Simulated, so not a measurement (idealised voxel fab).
Module name: voxel transistor to metal (process module)
Shown is cross-section cut, with a width of 170 nm and square cells of size 5 nm.
A cross-section in this document is a grid of square cells, and it is written down as bands, the top band listed before the ones below it; a band is made up of one or more rows of cells.
This entry defines a band. It first specifies the height of the band's top and the height of its bottom in nm, and then specifies the band's materials from left to right, stating each material with its width in nm. The word "everywhere" identifies a single material that fills the band from edge to edge, while the word "empty" identifies empty space.
It should be noted that heights are counted from 0, beneath which the wafer as supplied is of one material throughout, and that the lowest band possesses no lower boundary but continues downward, as written in "0 down".
Read "30 to 40" as a graded width: first number on top, second number at the bottom, same change between each pair of neighbouring rows.
Basically "identical to before" means that step didn't change any cell in the cross-section.
"Fully sealed voids": sealed empty spaces, 8 cells or more, no open way to top, listed width x height at distance, with distance from the left edge and width, height and distance in nm.
On each step's line, the part that comes after the settings is the simulator's own comment on the step.
overlay nm: how far to the right of its planned place the mask lay on this masked step (negative: to the left).
# Process steps foreseen in the plan
1,RECEIVE with material Si
2,OXIDIZE with depth nm 5
3,CONFORMAL_DEP with material SiN, thk nm 10
4,MASKED_ETCH with tone cover, mask id ACTIVE, width nm 100, etch materials SiN, depth nm 10, overlay nm 0
5,MASKED_ETCH with tone cover, mask id ACTIVE, width nm 100, etch materials SiO2, depth nm 5, overlay nm 0
6,MASKED_ETCH with tone cover, mask id ACTIVE, width nm 100, etch materials Si, depth nm 30, overlay nm 0
7,FILL_DEP with material SiO2, thk nm 10
8,CMP with height nm 10
9,SELECTIVE_ETCH with etch materials SiO2, depth nm 10
10,STRIP with etch materials SiN
11,SELECTIVE_ETCH with etch materials SiO2, depth nm 5
12,OXIDIZE with depth nm 5
13,DIRECTIONAL_DEP with material polySi, thk nm 30
14,DIRECTIONAL_DEP with material SiCN, thk nm 10
15,PATTERN with tone cover, mask id GATE, material resist, width nm 30, thk nm 15, overlay nm 0
16,DIRECTIONAL_ETCH with etch materials SiCN, depth nm 20
17,DIRECTIONAL_ETCH with etch materials polySi, depth nm 40
18,STRIP with etch materials resist
19,CONFORMAL_DEP with material SiO2, thk nm 5
20,DIRECTIONAL_ETCH with etch materials SiO2, depth nm 5
21,CONFORMAL_DEP with material SiN, thk nm 10
22,DIRECTIONAL_ETCH with etch materials SiN, depth nm 10
23,DIRECTIONAL_ETCH with etch materials SiO2, depth nm 5
24,DIRECTIONAL_ETCH with etch materials Si, depth nm 10
25,EPI with material nSi, thk nm 10
26,FILL_DEP with material SiO2, thk nm 10
27,CMP with height nm 25
28,STRIP with etch materials polySi
29,SELECTIVE_ETCH with etch materials SiO2, depth nm 5
30,CONFORMAL_DEP with material HfO2, thk nm 5
31,CONFORMAL_DEP with material TiN, thk nm 5
32,FILL_DEP with material W, thk nm 10
33,CMP with height nm 20
34,DIRECTIONAL_DEP with material SiO2, thk nm 15
35,PATTERN with tone open, mask id CONTACT, material resist, width nm 15, pitch nm 75, thk nm 20, overlay nm 0
36,DIRECTIONAL_ETCH with etch materials SiO2, depth nm 45
37,STRIP with etch materials resist
38,CONFORMAL_DEP with material TiN, thk nm 5
39,FILL_DEP with material W, thk nm 5
40,CMP with height nm 35
41,CONFORMAL_DEP with material SiN, thk nm 5
42,DIRECTIONAL_DEP with material lowk, thk nm 20
43,MASKED_ETCH with tone open, mask id METAL_1, width nm 15, pitch nm 75, etch materials lowk, depth nm 20, overlay nm 0
44,MASKED_ETCH with tone open, mask id METAL_1, width nm 15, pitch nm 75, etch materials SiN, depth nm 5, overlay nm 0
45,CONFORMAL_DEP with material TiN, thk nm 5
46,FILL_DEP with material Ru, thk nm 10
47,CMP with height nm 60
48,EPI with material Ru, thk nm 5
49,FILL_DEP with material SiCN, thk nm 5
50,DIRECTIONAL_DEP with material lowk, thk nm 25
51,MASKED_ETCH with tone open, mask id METAL_2, width nm 15, pitch nm 75, etch materials lowk, depth nm 15, overlay nm 0
52,MASKED_ETCH with tone open, mask id METAL_2_HOLES, width nm 15, pitch nm 75, etch materials lowk, depth nm 10, overlay nm 0
53,MASKED_ETCH with tone open, mask id METAL_2_HOLES, width nm 15, pitch nm 75, etch materials SiCN, depth nm 5, overlay nm 0
54,CONFORMAL_DEP with material TiN, thk nm 5
55,FILL_DEP with material Cu, thk nm 10
56,CMP with height nm 95
57,CONFORMAL_DEP with material SiCN, thk nm 5
# First of two wafers, processed according to plan
# Wafer at receipt (post step 1), cross-section
    0 down: Si everywhere
    Fully sealed voids: none
# Wafer section view after processing step 2
    0 to -5: SiO2 everywhere
    Heights below -5 show no change.
# Wafer section view after processing step 3
    10 to 0: SiN everywhere
    Heights below 0 show no change.
# Wafer section view after processing step 4
    10 to 0: 35 empty; 100 SiN; 35 empty
    Heights below 0 show no change.
# Wafer section view after processing step 5
    10 to 0: 35 empty; 100 SiN; 35 empty
    0 to -5: 35 empty; 100 SiO2; 35 empty
    Heights below -5 show no change.
# Wafer section view after processing step 6
    10 to 0: 35 empty; 100 SiN; 35 empty
    0 to -5: 35 empty; 100 SiO2; 35 empty
    -5 to -35: 35 empty; 100 Si; 35 empty
    Heights below -35 show no change.
# Wafer section view after processing step 7
    20 to 10: SiO2 everywhere
    10 to 0: 35 SiO2; 100 SiN; 35 SiO2
    0 to -5: SiO2 everywhere
    -5 to -35: 35 SiO2; 100 Si; 35 SiO2
    Heights below -35 show no change.
# Wafer section view after processing step 8
    10 to 0: 35 SiO2; 100 SiN; 35 SiO2
    Heights below 0 show no change.
# Wafer section view after processing step 9
    10 to 0: 35 empty; 100 SiN; 35 empty
    Heights below 0 show no change.
# Wafer section view after processing step 10
    0 to -5: SiO2 everywhere
    Heights below -5 show no change.
# Wafer section view after processing step 11
    -5 to -35: 35 SiO2; 100 Si; 35 SiO2
    Heights below -35 show no change.
# Wafer section view after processing step 12
    -5 to -10: SiO2 everywhere
    Heights below -10 show no change.
# Wafer section view after processing step 13
    25 to -5: polySi everywhere
    Heights below -5 show no change.
# Wafer section view after processing step 14
    35 to 25: SiCN everywhere
    Heights below 25 show no change.
# Wafer section view after processing step 15
    50 to 35: 70 empty; 30 resist; 70 empty
    Heights below 35 show no change.
# Wafer section view after processing step 16
    50 to 35: 70 empty; 30 resist; 70 empty
    35 to 25: 70 empty; 30 SiCN; 70 empty
    Heights below 25 show no change.
# Wafer section view after processing step 17
    50 to 35: 70 empty; 30 resist; 70 empty
    35 to 25: 70 empty; 30 SiCN; 70 empty
    25 to -5: 70 empty; 30 polySi; 70 empty
    Heights below -5 show no change.
# Wafer section view after processing step 18
    35 to 25: 70 empty; 30 SiCN; 70 empty
    Heights below 25 show no change.
# Wafer section view after processing step 19
    40 to 35: 65 empty; 40 SiO2; 65 empty
    35 to 25: 65 empty; 5 SiO2; 30 SiCN; 5 SiO2; 65 empty
    25 to 0: 65 empty; 5 SiO2; 30 polySi; 5 SiO2; 65 empty
    0 to -5: 70 SiO2; 30 polySi; 70 SiO2
    Heights below -5 show no change.
# Wafer section view after processing step 20
    35 to 25: 65 empty; 5 SiO2; 30 SiCN; 5 SiO2; 65 empty
    25 to -5: 65 empty; 5 SiO2; 30 polySi; 5 SiO2; 65 empty
    Heights below -5 show no change.
# Wafer section view after processing step 21
    45 to 35: 55 empty; 60 SiN; 55 empty
    35 to 25: 55 empty; 10 SiN; 5 SiO2; 30 SiCN; 5 SiO2; 10 SiN; 55 empty
    25 to 5: 55 empty; 10 SiN; 5 SiO2; 30 polySi; 5 SiO2; 10 SiN; 55 empty
    5 to -5: 65 SiN; 5 SiO2; 30 polySi; 5 SiO2; 65 SiN
    Heights below -5 show no change.
# Wafer section view after processing step 22
    35 to 25: 55 empty; 10 SiN; 5 SiO2; 30 SiCN; 5 SiO2; 10 SiN; 55 empty
    25 to -5: 55 empty; 10 SiN; 5 SiO2; 30 polySi; 5 SiO2; 10 SiN; 55 empty
    Heights below -5 show no change.
# Wafer section view after processing step 23
    35 to 30: 55 empty; 10 SiN; 5 empty; 30 SiCN; 5 empty; 10 SiN; 55 empty
    30 to 25: 55 empty; 10 SiN; 5 SiO2; 30 SiCN; 5 SiO2; 10 SiN; 55 empty
    25 to -5: 55 empty; 10 SiN; 5 SiO2; 30 polySi; 5 SiO2; 10 SiN; 55 empty
    -5 to -10: 55 empty; 60 SiO2; 55 empty
    Heights below -10 show no change.
# Wafer section view after processing step 24
    35 to 30: 55 empty; 10 SiN; 5 empty; 30 SiCN; 5 empty; 10 SiN; 55 empty
    30 to 25: 55 empty; 10 SiN; 5 SiO2; 30 SiCN; 5 SiO2; 10 SiN; 55 empty
    25 to -5: 55 empty; 10 SiN; 5 SiO2; 30 polySi; 5 SiO2; 10 SiN; 55 empty
    -5 to -10: 55 empty; 60 SiO2; 55 empty
    -10 to -20: 35 SiO2; 20 empty; 60 Si; 20 empty; 35 SiO2
    Heights below -20 show no change.
# Wafer section view after processing step 25
    35 to 30: 55 empty; 10 SiN; 5 empty; 30 SiCN; 5 empty; 10 SiN; 55 empty
    30 to 25: 55 empty; 10 SiN; 5 SiO2; 30 SiCN; 5 SiO2; 10 SiN; 55 empty
    25 to 0: 55 empty; 10 SiN; 5 SiO2; 30 polySi; 5 SiO2; 10 SiN; 55 empty
    0 to -5: 45 empty; 10 nSi; 10 SiN; 5 SiO2; 30 polySi; 5 SiO2; 10 SiN; 10 nSi; 45 empty
    -5 to -10: 45 empty; 10 nSi; 60 SiO2; 10 nSi; 45 empty
    -10 to -20: 35 SiO2; 20 nSi; 60 Si; 20 nSi; 35 SiO2
    Heights below -20 show no change.
# Wafer section view after processing step 26
    45 to 35: SiO2 everywhere
    35 to 25: 55 SiO2; 10 SiN; 5 SiO2; 30 SiCN; 5 SiO2; 10 SiN; 55 SiO2
    25 to 0: 55 SiO2; 10 SiN; 5 SiO2; 30 polySi; 5 SiO2; 10 SiN; 55 SiO2
    0 to -5: 45 SiO2; 10 nSi; 10 SiN; 5 SiO2; 30 polySi; 5 SiO2; 10 SiN; 10 nSi; 45 SiO2
    -5 to -10: 45 SiO2; 10 nSi; 60 SiO2; 10 nSi; 45 SiO2
    Heights below -10 show no change.
# Wafer section view after processing step 27
    25 to 0: 55 SiO2; 10 SiN; 5 SiO2; 30 polySi; 5 SiO2; 10 SiN; 55 SiO2
    Heights below 0 show no change.
# Wafer section view after processing step 28
    25 to 0: 55 SiO2; 10 SiN; 5 SiO2; 30 empty; 5 SiO2; 10 SiN; 55 SiO2
    0 to -5: 45 SiO2; 10 nSi; 10 SiN; 5 SiO2; 30 empty; 5 SiO2; 10 SiN; 10 nSi; 45 SiO2
    Heights below -5 show no change.
# Wafer section view after processing step 29
    25 to 20: 55 empty; 10 SiN; 40 empty; 10 SiN; 55 empty
    20 to 0: 55 SiO2; 10 SiN; 40 empty; 10 SiN; 55 SiO2
    0 to -5: 45 SiO2; 10 nSi; 10 SiN; 40 empty; 10 SiN; 10 nSi; 45 SiO2
    -5 to -10: 45 SiO2; 10 nSi; 10 SiO2; 40 empty; 10 SiO2; 10 nSi; 45 SiO2
    Heights below -10 show no change.
# Wafer section view after processing step 30
    30 to 25: 50 empty; 20 HfO2; 30 empty; 20 HfO2; 50 empty
    25 to 20: 55 HfO2; 10 SiN; 5 HfO2; 30 empty; 5 HfO2; 10 SiN; 55 HfO2
    20 to 0: 55 SiO2; 10 SiN; 5 HfO2; 30 empty; 5 HfO2; 10 SiN; 55 SiO2
    0 to -5: 45 SiO2; 10 nSi; 10 SiN; 5 HfO2; 30 empty; 5 HfO2; 10 SiN; 10 nSi; 45 SiO2
    -5 to -10: 45 SiO2; 10 nSi; 10 SiO2; 40 HfO2; 10 SiO2; 10 nSi; 45 SiO2
    Heights below -10 show no change.
# Wafer section view after processing step 31
    35 to 30: 45 empty; 30 TiN; 20 empty; 30 TiN; 45 empty
    30 to 25: 50 TiN; 20 HfO2; 5 TiN; 20 empty; 5 TiN; 20 HfO2; 50 TiN
    25 to 20: 55 HfO2; 10 SiN; 5 HfO2; 5 TiN; 20 empty; 5 TiN; 5 HfO2; 10 SiN; 55 HfO2
    20 to 0: 55 SiO2; 10 SiN; 5 HfO2; 5 TiN; 20 empty; 5 TiN; 5 HfO2; 10 SiN; 55 SiO2
    0 to -5: 45 SiO2; 10 nSi; 10 SiN; 5 HfO2; 30 TiN; 5 HfO2; 10 SiN; 10 nSi; 45 SiO2
    Heights below -5 show no change.
# Wafer section view after processing step 32
    45 to 35: W everywhere
    35 to 30: 45 W; 30 TiN; 20 W; 30 TiN; 45 W
    30 to 25: 50 TiN; 20 HfO2; 5 TiN; 20 W; 5 TiN; 20 HfO2; 50 TiN
    25 to 20: 55 HfO2; 10 SiN; 5 HfO2; 5 TiN; 20 W; 5 TiN; 5 HfO2; 10 SiN; 55 HfO2
    20 to 0: 55 SiO2; 10 SiN; 5 HfO2; 5 TiN; 20 W; 5 TiN; 5 HfO2; 10 SiN; 55 SiO2
    Heights below 0 show no change.
# Wafer section view after processing step 33
    20 to 0: 55 SiO2; 10 SiN; 5 HfO2; 5 TiN; 20 W; 5 TiN; 5 HfO2; 10 SiN; 55 SiO2
    Heights below 0 show no change.
# Wafer section view after processing step 34
    35 to 20: SiO2 everywhere
    Heights below 20 show no change.
# Wafer section view after processing step 35
    55 to 35: 40 resist; 15 empty; 60 resist; 15 empty; 40 resist
    Heights below 35 show no change.
# Wafer section view after processing step 36
    55 to 35: 40 resist; 15 empty; 60 resist; 15 empty; 40 resist
    35 to 20: 40 SiO2; 15 empty; 60 SiO2; 15 empty; 40 SiO2
    20 to 0: 40 SiO2; 15 empty; 10 SiN; 5 HfO2; 5 TiN; 20 W; 5 TiN; 5 HfO2; 10 SiN; 15 empty; 40 SiO2
    0 to -5: 40 SiO2; 5 empty; 10 nSi; 10 SiN; 5 HfO2; 30 TiN; 5 HfO2; 10 SiN; 10 nSi; 5 empty; 40 SiO2
    -5 to -10: 40 SiO2; 5 empty; 10 nSi; 10 SiO2; 40 HfO2; 10 SiO2; 10 nSi; 5 empty; 40 SiO2
    Heights below -10 show no change.
# Wafer section view after processing step 37
    35 to 20: 40 SiO2; 15 empty; 60 SiO2; 15 empty; 40 SiO2
    Heights below 20 show no change.
# Wafer section view after processing step 38
    40 to 35: 45 TiN; 5 empty; 70 TiN; 5 empty; 45 TiN
    35 to 20: 40 SiO2; 5 TiN; 5 empty; 5 TiN; 60 SiO2; 5 TiN; 5 empty; 5 TiN; 40 SiO2
    20 to 5: 40 SiO2; 5 TiN; 5 empty; 5 TiN; 10 SiN; 5 HfO2; 5 TiN; 20 W; 5 TiN; 5 HfO2; 10 SiN; 5 TiN; 5 empty; 5 TiN; 40 SiO2
    5 to 0: 40 SiO2; 15 TiN; 10 SiN; 5 HfO2; 5 TiN; 20 W; 5 TiN; 5 HfO2; 10 SiN; 15 TiN; 40 SiO2
    0 to -5: 40 SiO2; 5 TiN; 10 nSi; 10 SiN; 5 HfO2; 30 TiN; 5 HfO2; 10 SiN; 10 nSi; 5 TiN; 40 SiO2
    -5 to -10: 40 SiO2; 5 TiN; 10 nSi; 10 SiO2; 40 HfO2; 10 SiO2; 10 nSi; 5 TiN; 40 SiO2
    Heights below -10 show no change.
# Wafer section view after processing step 39
    45 to 40: W everywhere
    40 to 35: 45 TiN; 5 W; 70 TiN; 5 W; 45 TiN
    35 to 20: 40 SiO2; 5 TiN; 5 W; 5 TiN; 60 SiO2; 5 TiN; 5 W; 5 TiN; 40 SiO2
    20 to 5: 40 SiO2; 5 TiN; 5 W; 5 TiN; 10 SiN; 5 HfO2; 5 TiN; 20 W; 5 TiN; 5 HfO2; 10 SiN; 5 TiN; 5 W; 5 TiN; 40 SiO2
    Heights below 5 show no change.
# Wafer section view after processing step 40
    35 to 20: 40 SiO2; 5 TiN; 5 W; 5 TiN; 60 SiO2; 5 TiN; 5 W; 5 TiN; 40 SiO2
    Heights below 20 show no change.
# Wafer section view after processing step 41
    40 to 35: SiN everywhere
    Heights below 35 show no change.
# Wafer section view after processing step 42
    60 to 40: lowk everywhere
    Heights below 40 show no change.
# Wafer section view after processing step 43
    60 to 40: 40 lowk; 15 empty; 60 lowk; 15 empty; 40 lowk
    Heights below 40 show no change.
# Wafer section view after processing step 44
    60 to 40: 40 lowk; 15 empty; 60 lowk; 15 empty; 40 lowk
    40 to 35: 40 SiN; 15 empty; 60 SiN; 15 empty; 40 SiN
    Heights below 35 show no change.
# Wafer section view after processing step 45
    65 to 60: 45 TiN; 5 empty; 70 TiN; 5 empty; 45 TiN
    60 to 40: 40 lowk; 5 TiN; 5 empty; 5 TiN; 60 lowk; 5 TiN; 5 empty; 5 TiN; 40 lowk
    40 to 35: 40 SiN; 15 TiN; 60 SiN; 15 TiN; 40 SiN
    Heights below 35 show no change.
# Wafer section view after processing step 46
    75 to 65: Ru everywhere
    65 to 60: 45 TiN; 5 Ru; 70 TiN; 5 Ru; 45 TiN
    60 to 40: 40 lowk; 5 TiN; 5 Ru; 5 TiN; 60 lowk; 5 TiN; 5 Ru; 5 TiN; 40 lowk
    Heights below 40 show no change.
# Wafer section view after processing step 47
    60 to 40: 40 lowk; 5 TiN; 5 Ru; 5 TiN; 60 lowk; 5 TiN; 5 Ru; 5 TiN; 40 lowk
    Heights below 40 show no change.
# Wafer section view after processing step 48
    65 to 60: 35 empty; 25 Ru; 50 empty; 25 Ru; 35 empty
    Heights below 60 show no change.
# Wafer section view after processing step 49
    70 to 65: SiCN everywhere
    65 to 60: 35 SiCN; 25 Ru; 50 SiCN; 25 Ru; 35 SiCN
    Heights below 60 show no change.
# Wafer section view after processing step 50
    95 to 70: lowk everywhere
    Heights below 70 show no change.
# Wafer section view after processing step 51
    95 to 80: 40 lowk; 15 empty; 60 lowk; 15 empty; 40 lowk
    Heights below 80 show no change.
# Wafer section view after processing step 52
    95 to 70: 40 lowk; 15 empty; 60 lowk; 15 empty; 40 lowk
    Heights below 70 show no change.
# Wafer section view after processing step 53
    95 to 70: 40 lowk; 15 empty; 60 lowk; 15 empty; 40 lowk
    70 to 65: 40 SiCN; 15 empty; 60 SiCN; 15 empty; 40 SiCN
    Heights below 65 show no change.
# Wafer section view after processing step 54
    100 to 95: 45 TiN; 5 empty; 70 TiN; 5 empty; 45 TiN
    95 to 70: 40 lowk; 5 TiN; 5 empty; 5 TiN; 60 lowk; 5 TiN; 5 empty; 5 TiN; 40 lowk
    70 to 65: 40 SiCN; 15 TiN; 60 SiCN; 15 TiN; 40 SiCN
    Heights below 65 show no change.
# Wafer section view after processing step 55
    110 to 100: Cu everywhere
    100 to 95: 45 TiN; 5 Cu; 70 TiN; 5 Cu; 45 TiN
    95 to 70: 40 lowk; 5 TiN; 5 Cu; 5 TiN; 60 lowk; 5 TiN; 5 Cu; 5 TiN; 40 lowk
    Heights below 70 show no change.
# Wafer section view after processing step 56
    95 to 70: 40 lowk; 5 TiN; 5 Cu; 5 TiN; 60 lowk; 5 TiN; 5 Cu; 5 TiN; 40 lowk
    Heights below 70 show no change.
# Wafer section view after processing step 57
    100 to 95: SiCN everywhere
    Heights below 95 show no change.
# The second wafer began exactly as the first did and followed the same plan, but one mistake was made while running it; through step 30 inclusive, the two wafers are identical
# Planned end of step 31: second wafer, cross-section
    35 to 30: 45 empty; 30 HfO2; 20 empty; 30 HfO2; 45 empty
    30 to 25: 75 HfO2; 20 empty; 75 HfO2
    25 to 20: 55 HfO2; 10 SiN; 10 HfO2; 20 empty; 10 HfO2; 10 SiN; 55 HfO2
    20 to 0: 55 SiO2; 10 SiN; 10 HfO2; 20 empty; 10 HfO2; 10 SiN; 55 SiO2
    0 to -5: 45 SiO2; 10 nSi; 10 SiN; 40 HfO2; 10 SiN; 10 nSi; 45 SiO2
    Heights below -5 show no change.
# Planned end of step 32: second wafer, cross-section
    45 to 35: W everywhere
    35 to 30: 45 W; 30 HfO2; 20 W; 30 HfO2; 45 W
    30 to 25: 75 HfO2; 20 W; 75 HfO2
    25 to 20: 55 HfO2; 10 SiN; 10 HfO2; 20 W; 10 HfO2; 10 SiN; 55 HfO2
    20 to 0: 55 SiO2; 10 SiN; 10 HfO2; 20 W; 10 HfO2; 10 SiN; 55 SiO2
    Heights below 0 show no change.
# Planned end of step 33: second wafer, cross-section
    20 to 0: 55 SiO2; 10 SiN; 10 HfO2; 20 W; 10 HfO2; 10 SiN; 55 SiO2
    Heights below 0 show no change.
# Planned end of step 34: second wafer, cross-section
    35 to 20: SiO2 everywhere
    Heights below 20 show no change.
# Planned end of step 35: second wafer, cross-section
    55 to 35: 40 resist; 15 empty; 60 resist; 15 empty; 40 resist
    Heights below 35 show no change.
# Planned end of step 36: second wafer, cross-section
    55 to 35: 40 resist; 15 empty; 60 resist; 15 empty; 40 resist
    35 to 20: 40 SiO2; 15 empty; 60 SiO2; 15 empty; 40 SiO2
    20 to 0: 40 SiO2; 15 empty; 10 SiN; 10 HfO2; 20 W; 10 HfO2; 10 SiN; 15 empty; 40 SiO2
    0 to -5: 40 SiO2; 5 empty; 10 nSi; 10 SiN; 40 HfO2; 10 SiN; 10 nSi; 5 empty; 40 SiO2
    -5 to -10: 40 SiO2; 5 empty; 10 nSi; 10 SiO2; 40 HfO2; 10 SiO2; 10 nSi; 5 empty; 40 SiO2
    Heights below -10 show no change.
# Planned end of step 37: second wafer, cross-section
    35 to 20: 40 SiO2; 15 empty; 60 SiO2; 15 empty; 40 SiO2
    Heights below 20 show no change.
# Planned end of step 38: second wafer, cross-section
    40 to 35: 45 TiN; 5 empty; 70 TiN; 5 empty; 45 TiN
    35 to 20: 40 SiO2; 5 TiN; 5 empty; 5 TiN; 60 SiO2; 5 TiN; 5 empty; 5 TiN; 40 SiO2
    20 to 5: 40 SiO2; 5 TiN; 5 empty; 5 TiN; 10 SiN; 10 HfO2; 20 W; 10 HfO2; 10 SiN; 5 TiN; 5 empty; 5 TiN; 40 SiO2
    5 to 0: 40 SiO2; 15 TiN; 10 SiN; 10 HfO2; 20 W; 10 HfO2; 10 SiN; 15 TiN; 40 SiO2
    0 to -5: 40 SiO2; 5 TiN; 10 nSi; 10 SiN; 40 HfO2; 10 SiN; 10 nSi; 5 TiN; 40 SiO2
    -5 to -10: 40 SiO2; 5 TiN; 10 nSi; 10 SiO2; 40 HfO2; 10 SiO2; 10 nSi; 5 TiN; 40 SiO2
    Heights below -10 show no change.
# Planned end of step 39: second wafer, cross-section
    45 to 40: W everywhere
    40 to 35: 45 TiN; 5 W; 70 TiN; 5 W; 45 TiN
    35 to 20: 40 SiO2; 5 TiN; 5 W; 5 TiN; 60 SiO2; 5 TiN; 5 W; 5 TiN; 40 SiO2
    20 to 5: 40 SiO2; 5 TiN; 5 W; 5 TiN; 10 SiN; 10 HfO2; 20 W; 10 HfO2; 10 SiN; 5 TiN; 5 W; 5 TiN; 40 SiO2
    Heights below 5 show no change.
# Planned end of step 40: second wafer, cross-section
    35 to 20: 40 SiO2; 5 TiN; 5 W; 5 TiN; 60 SiO2; 5 TiN; 5 W; 5 TiN; 40 SiO2
    Heights below 20 show no change.
# Planned end of step 41: second wafer, cross-section
    40 to 35: SiN everywhere
    Heights below 35 show no change.
# Planned end of step 42: second wafer, cross-section
    60 to 40: lowk everywhere
    Heights below 40 show no change.
# Planned end of step 43: second wafer, cross-section
    60 to 40: 40 lowk; 15 empty; 60 lowk; 15 empty; 40 lowk
    Heights below 40 show no change.
# Planned end of step 44: second wafer, cross-section
    60 to 40: 40 lowk; 15 empty; 60 lowk; 15 empty; 40 lowk
    40 to 35: 40 SiN; 15 empty; 60 SiN; 15 empty; 40 SiN
    Heights below 35 show no change.
# Planned end of step 45: second wafer, cross-section
    65 to 60: 45 TiN; 5 empty; 70 TiN; 5 empty; 45 TiN
    60 to 40: 40 lowk; 5 TiN; 5 empty; 5 TiN; 60 lowk; 5 TiN; 5 empty; 5 TiN; 40 lowk
    40 to 35: 40 SiN; 15 TiN; 60 SiN; 15 TiN; 40 SiN
    Heights below 35 show no change.
# Planned end of step 46: second wafer, cross-section
    75 to 65: Ru everywhere
    65 to 60: 45 TiN; 5 Ru; 70 TiN; 5 Ru; 45 TiN
    60 to 40: 40 lowk; 5 TiN; 5 Ru; 5 TiN; 60 lowk; 5 TiN; 5 Ru; 5 TiN; 40 lowk
    Heights below 40 show no change.
# Planned end of step 47: second wafer, cross-section
    60 to 40: 40 lowk; 5 TiN; 5 Ru; 5 TiN; 60 lowk; 5 TiN; 5 Ru; 5 TiN; 40 lowk
    Heights below 40 show no change.
# Planned end of step 48: second wafer, cross-section
    65 to 60: 35 empty; 25 Ru; 50 empty; 25 Ru; 35 empty
    Heights below 60 show no change.
# Planned end of step 49: second wafer, cross-section
    70 to 65: SiCN everywhere
    65 to 60: 35 SiCN; 25 Ru; 50 SiCN; 25 Ru; 35 SiCN
    Heights below 60 show no change.
# Planned end of step 50: second wafer, cross-section
    95 to 70: lowk everywhere
    Heights below 70 show no change.
# Planned end of step 51: second wafer, cross-section
    95 to 80: 40 lowk; 15 empty; 60 lowk; 15 empty; 40 lowk
    Heights below 80 show no change.
# Planned end of step 52: second wafer, cross-section
    95 to 70: 40 lowk; 15 empty; 60 lowk; 15 empty; 40 lowk
    Heights below 70 show no change.
# Planned end of step 53: second wafer, cross-section
    95 to 70: 40 lowk; 15 empty; 60 lowk; 15 empty; 40 lowk
    70 to 65: 40 SiCN; 15 empty; 60 SiCN; 15 empty; 40 SiCN
    Heights below 65 show no change.
# Planned end of step 54: second wafer, cross-section
    100 to 95: 45 TiN; 5 empty; 70 TiN; 5 empty; 45 TiN
    95 to 70: 40 lowk; 5 TiN; 5 empty; 5 TiN; 60 lowk; 5 TiN; 5 empty; 5 TiN; 40 lowk
    70 to 65: 40 SiCN; 15 TiN; 60 SiCN; 15 TiN; 40 SiCN
    Heights below 65 show no change.
# Planned end of step 55: second wafer, cross-section
    110 to 100: Cu everywhere
    100 to 95: 45 TiN; 5 Cu; 70 TiN; 5 Cu; 45 TiN
    95 to 70: 40 lowk; 5 TiN; 5 Cu; 5 TiN; 60 lowk; 5 TiN; 5 Cu; 5 TiN; 40 lowk
    Heights below 70 show no change.
# Planned end of step 56: second wafer, cross-section
    95 to 70: 40 lowk; 5 TiN; 5 Cu; 5 TiN; 60 lowk; 5 TiN; 5 Cu; 5 TiN; 40 lowk
    Heights below 70 show no change.
# Planned end of step 57: second wafer, cross-section
    100 to 95: SiCN everywhere
    Heights below 95 show no change.
Which mistake was made when the wafer was run? step 31 was not run as planned; what actually ran was CONFORMAL_DEP with material HfO2, thk nm 5
Wafer comparison, final, in cells, second relative to first, materials more or fewer: HfO2 +14; TiN -14
